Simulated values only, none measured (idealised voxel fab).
process module | voxel self aligned contacts
Displayed cross-section: cut, width of 270 nm, square cells sized 5 nm.
We lay out every cross-section as a grid of square cells and spell it out in bands from the top down, where one band means one or more rows of cells.
Quick guide to a band line: top height, bottom height (nm) up front; then every material left to right with its width in nm. Only one material and it's marked "everywhere"? Then it fills the band edge to edge. And "empty" just means empty space.
Convention: height 0 is the level below which the wafer, as received, is all one material. The lowest band does not terminate at the bottom but continues downward, represented as "from 0 down".
It should be noted that a width expressed as "30 to 40" varies in equal increments from row to row of cells within the band, taking the value of the first number at the top row and that of the second number at the bottom row.
Any step labelled "nothing got changed" changed none of the cells in the cross-section.
You'll see "Enclosed cavities" listing empty spaces that have no way open to the top, as long as they're 8 cells or more; the notation is width x height at distance, where the distance is from the left edge, and all of it is in nm.
Heads up: the bit after the settings on a step's line is the simulator's remark on that step.
Regarding "overlay nm": on a step with a mask, it is the distance the mask lay to the right of its planned place; a negative value places it to the left.
### Process steps (planned)
- 1: RECEIVE: material Si
- 2: OXIDIZE: depth nm 5
- 3: DIRECTIONAL_DEP: material polySi, thk nm 20
- 4: DIRECTIONAL_DEP: material SiN, thk nm 25
- 5: PATTERN: tone cover, mask id GATE, material resist, width nm 35, pitch nm 75, thk nm 15, overlay nm 0
- 6: DIRECTIONAL_ETCH: etch materials SiN, depth nm 25
- 7: DIRECTIONAL_ETCH: etch materials polySi, depth nm 20
- 8: STRIP: etch materials resist
- 9: CONFORMAL_DEP: material SiN, thk nm 10
- 10: DIRECTIONAL_ETCH: etch materials SiN, depth nm 10
- 11: FILL_DEP: material SiO2, thk nm 20
- 12: CMP: height nm 55
- 13: MASKED_ETCH: tone open, mask id CONTACT, width nm 50, etch materials SiO2, depth nm 60, overlay nm 0
- 14: CONFORMAL_DEP: material TiN, thk nm 5
- 15: FILL_DEP: material Ru, thk nm 5
- 16: CMP: height nm 55
- 17: CONFORMAL_DEP: material SiCN, thk nm 5
### Wafer, first of two, run as planned
### Cross-sectional view of the wafer in its as-received condition, corresponding to the state after step 1
* from 0 down = Si everywhere
* Enclosed cavities: none
### Step 2 complete: cross-section through the wafer
* from 0 to -5 = SiO2 everywhere
* Whatever lies below -5 is exactly as it was before.
### Step 3 complete: cross-section through the wafer
* from 20 to 0 = polySi everywhere
* Whatever lies below 0 is exactly as it was before.
### Step 4 complete: cross-section through the wafer
* from 45 to 20 = SiN everywhere
* Whatever lies below 20 is exactly as it was before.
### Step 5 complete: cross-section through the wafer
* from 60 to 45 = empty=80  resist=35  empty=40  resist=35  empty=80
* Whatever lies below 45 is exactly as it was before.
### Step 6 complete: cross-section through the wafer
* from 60 to 45 = empty=80  resist=35  empty=40  resist=35  empty=80
* from 45 to 20 = empty=80  SiN=35  empty=40  SiN=35  empty=80
* Whatever lies below 20 is exactly as it was before.
### Step 7 complete: cross-section through the wafer
* from 60 to 45 = empty=80  resist=35  empty=40  resist=35  empty=80
* from 45 to 20 = empty=80  SiN=35  empty=40  SiN=35  empty=80
* from 20 to 0 = empty=80  polySi=35  empty=40  polySi=35  empty=80
* Whatever lies below 0 is exactly as it was before.
### Step 8 complete: cross-section through the wafer
* from 45 to 20 = empty=80  SiN=35  empty=40  SiN=35  empty=80
* Whatever lies below 20 is exactly as it was before.
### Step 9 complete: cross-section through the wafer
* from 55 to 20 = empty=70  SiN=55  empty=20  SiN=55  empty=70
* from 20 to 10 = empty=70  SiN=10  polySi=35  SiN=10  empty=20  SiN=10  polySi=35  SiN=10  empty=70
* from 10 to 0 = SiN=80  polySi=35  SiN=40  polySi=35  SiN=80
* Whatever lies below 0 is exactly as it was before.
### Step 10 complete: cross-section through the wafer
* from 45 to 20 = empty=70  SiN=55  empty=20  SiN=55  empty=70
* from 20 to 0 = empty=70  SiN=10  polySi=35  SiN=10  empty=20  SiN=10  polySi=35  SiN=10  empty=70
* Whatever lies below 0 is exactly as it was before.
### Step 11 complete: cross-section through the wafer
* from 65 to 45 = SiO2 everywhere
* from 45 to 20 = SiO2=70  SiN=55  SiO2=20  SiN=55  SiO2=70
* from 20 to 0 = SiO2=70  SiN=10  polySi=35  SiN=10  SiO2=20  SiN=10  polySi=35  SiN=10  SiO2=70
* Whatever lies below 0 is exactly as it was before.
### Step 12 complete: cross-section through the wafer
* from 55 to 45 = SiO2 everywhere
* Whatever lies below 45 is exactly as it was before.
### Step 13 complete: cross-section through the wafer
* from 55 to 45 = SiO2=110  empty=50  SiO2=110
* from 45 to 20 = SiO2=70  SiN=55  empty=20  SiN=55  SiO2=70
* from 20 to 0 = SiO2=70  SiN=10  polySi=35  SiN=10  empty=20  SiN=10  polySi=35  SiN=10  SiO2=70
* from 0 to -5 = SiO2=125  empty=20  SiO2=125
* Whatever lies below -5 is exactly as it was before.
### Step 14 complete: cross-section through the wafer
* from 60 to 55 = TiN=115  empty=40  TiN=115
* from 55 to 45 = SiO2=110  TiN=5 to 20  empty=40 to 10  TiN=5 to 20  SiO2=110
* from 45 to 20 = SiO2=70  SiN=55  TiN=5  empty=10  TiN=5  SiN=55  SiO2=70
* from 20 to 0 = SiO2=70  SiN=10  polySi=35  SiN=10  TiN=5  empty=10  TiN=5  SiN=10  polySi=35  SiN=10  SiO2=70
* from 0 to -5 = SiO2=125  TiN=20  SiO2=125
* Whatever lies below -5 is exactly as it was before.
### Step 15 complete: cross-section through the wafer
* from 65 to 60 = Ru everywhere
* from 60 to 55 = TiN=115  Ru=40  TiN=115
* from 55 to 45 = SiO2=110  TiN=5 to 20  Ru=40 to 10  TiN=5 to 20  SiO2=110
* from 45 to 20 = SiO2=70  SiN=55  TiN=5  Ru=10  TiN=5  SiN=55  SiO2=70
* from 20 to 0 = SiO2=70  SiN=10  polySi=35  SiN=10  TiN=5  Ru=10  TiN=5  SiN=10  polySi=35  SiN=10  SiO2=70
* Whatever lies below 0 is exactly as it was before.
### Step 16 complete: cross-section through the wafer
* from 55 to 45 = SiO2=110  TiN=5 to 20  Ru=40 to 10  TiN=5 to 20  SiO2=110
* Whatever lies below 45 is exactly as it was before.
### Step 17 complete: cross-section through the wafer
* from 60 to 55 = SiCN everywhere
* Whatever lies below 55 is exactly as it was before.
### What follows concerns the second wafer, which started out like the first and was meant to follow the very same plan; one mistake crept in when it was run, but everything up to and including step 2 is the same as for the first wafer
### Second wafer, sectioned view, at step 3's planned end time
* from 20 to 0 = SiN everywhere
* Whatever lies below 0 is exactly as it was before.
### Second wafer, sectioned view, at step 4's planned end time
* from 45 to 0 = SiN everywhere
* Whatever lies below 0 is exactly as it was before.
### Second wafer, sectioned view, at step 5's planned end time
* from 60 to 45 = empty=80  resist=35  empty=40  resist=35  empty=80
* Whatever lies below 45 is exactly as it was before.
### Second wafer, sectioned view, at step 6's planned end time
* from 60 to 45 = empty=80  resist=35  empty=40  resist=35  empty=80
* from 45 to 20 = empty=80  SiN=35  empty=40  SiN=35  empty=80
* Whatever lies below 20 is exactly as it was before.
Second wafer, sectioned view, at step 7's planned end time: nothing got changed
### Second wafer, sectioned view, at step 8's planned end time
* from 45 to 20 = empty=80  SiN=35  empty=40  SiN=35  empty=80
* Whatever lies below 20 is exactly as it was before.
### Second wafer, sectioned view, at step 9's planned end time
* from 55 to 30 = empty=70  SiN=55  empty=20  SiN=55  empty=70
* from 30 to 0 = SiN everywhere
* Whatever lies below 0 is exactly as it was before.
### Second wafer, sectioned view, at step 10's planned end time
* from 45 to 20 = empty=70  SiN=55  empty=20  SiN=55  empty=70
* Whatever lies below 20 is exactly as it was before.
### Second wafer, sectioned view, at step 11's planned end time
* from 65 to 45 = SiO2 everywhere
* from 45 to 20 = SiO2=70  SiN=55  SiO2=20  SiN=55  SiO2=70
* Whatever lies below 20 is exactly as it was before.
### Second wafer, sectioned view, at step 12's planned end time
* from 55 to 45 = SiO2 everywhere
* Whatever lies below 45 is exactly as it was before.
### Second wafer, sectioned view, at step 13's planned end time
* from 55 to 45 = SiO2=110  empty=50  SiO2=110
* from 45 to 20 = SiO2=70  SiN=55  empty=20  SiN=55  SiO2=70
* Whatever lies below 20 is exactly as it was before.
### Second wafer, sectioned view, at step 14's planned end time
* from 60 to 55 = TiN=115  empty=40  TiN=115
* from 55 to 45 = SiO2=110  TiN=5 to 20  empty=40 to 10  TiN=5 to 20  SiO2=110
* from 45 to 25 = SiO2=70  SiN=55  TiN=5  empty=10  TiN=5  SiN=55  SiO2=70
* from 25 to 20 = SiO2=70  SiN=55  TiN=20  SiN=55  SiO2=70
* Whatever lies below 20 is exactly as it was before.
### Second wafer, sectioned view, at step 15's planned end time
* from 65 to 60 = Ru everywhere
* from 60 to 55 = TiN=115  Ru=40  TiN=115
* from 55 to 45 = SiO2=110  TiN=5 to 20  Ru=40 to 10  TiN=5 to 20  SiO2=110
* from 45 to 25 = SiO2=70  SiN=55  TiN=5  Ru=10  TiN=5  SiN=55  SiO2=70
* Whatever lies below 25 is exactly as it was before.
### Second wafer, sectioned view, at step 16's planned end time
* from 55 to 45 = SiO2=110  TiN=5 to 20  Ru=40 to 10  TiN=5 to 20  SiO2=110
* Whatever lies below 45 is exactly as it was before.
### Second wafer, sectioned view, at step 17's planned end time
* from 60 to 55 = SiCN everywhere
* Whatever lies below 55 is exactly as it was before.
Error vs. plan: rather than as planned, step 3 actually ran as DIRECTIONAL_DEP: material SiN, thk nm 20
Looking at both finished wafers in cells, the second ends up ahead of or behind the first on some materials: -10 Ru; +184 SiN; -108 SiO2; -10 TiN; -56 polySi
